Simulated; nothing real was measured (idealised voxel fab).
Presented below is a process module, voxel double patterning.
This is section cut - it's 300 nm across, gridded in 5 nm square cells.
Each cross-section below is a grid of square cells, stated as bands in top-down order, with one or more rows of cells making up each band.
Band: top height; bottom height; in nm. Then, left to right: material with width in nm, for each material. "all across": a single material spanning edge to edge. "air": empty space.
Heads up on the height convention: 0 is the point under which the incoming wafer is all one material, and the lowest band has no bottom, it just keeps going down, like "0 and below".
A two-number width, for instance "30->40", indicates that the width is equal to the first number in the top row of the band and to the second number in the bottom row, and that it changes by a constant amount per row of cells.
"remained unchanged" -> step changed no cross-section cell.
Empty spaces counting at least 8 cells and having no open way to the top are listed in "Sealed internal cavities". The notation width x height at distance is used for each, the distance being from the left edge and all three values in nm.
Read whatever lies past the settings on a step's line as the simulator's own remark about the step.
overlay nm: on a step with a mask, how far right of its planned place the mask lay; negative means left.
-- Set out below are the planned steps of the process
1: RECEIVE (material Si)
2: CONFORMAL_DEP (material SiO2; thk nm 10)
3: DIRECTIONAL_DEP (material TiN; thk nm 15)
4: DIRECTIONAL_DEP (material SiCN; thk nm 5)
5: DIRECTIONAL_DEP (material aC; thk nm 10)
6: PATTERN (tone open; mask id FIRST; material resist; width nm 15; pitch nm 50; thk nm 30; overlay nm 0)
7: DIRECTIONAL_ETCH (etch materials aC; depth nm 10)
8: STRIP (etch materials resist)
9: DIRECTIONAL_ETCH (etch materials SiCN; depth nm 5)
10: STRIP (etch materials aC)
11: MASKED_ETCH (tone open; mask id SECOND; width nm 15; pitch nm 50; etch materials SiCN; depth nm 5; overlay nm 0)
12: DIRECTIONAL_ETCH (etch materials TiN; depth nm 15)
13: STRIP (etch materials SiCN)
-- As-received wafer cross-section (after step 1)
0 and below: Si all across
Sealed internal cavities: none
-- End-of-module cross-section of the first of two wafers, processed as planned
25 down to 10: 90 of TiN / 15 of air / 10 of TiN / 15 of air / 10 of TiN / 15 of air / 10 of TiN / 15 of air / 10 of TiN / 15 of air / 95 of TiN
10 down to 0: SiO2 all across
0 and below: Si all across
Sealed internal cavities: none
-- End-of-module cross-section of the second wafer: identical starting point and process plan to the first, with one processing mistake
15 down to 0: 90 of TiN / 15 of air / 10 of TiN / 15 of air / 10 of TiN / 15 of air / 10 of TiN / 15 of air / 10 of TiN / 15 of air / 95 of TiN
0 and below: Si all across
Sealed internal cavities: none
Short version of what went wrong: the plan's step 2 was left out and never carried out
End of process, cell counts, second wafer against first, materials with more or fewer: SiO2 -120
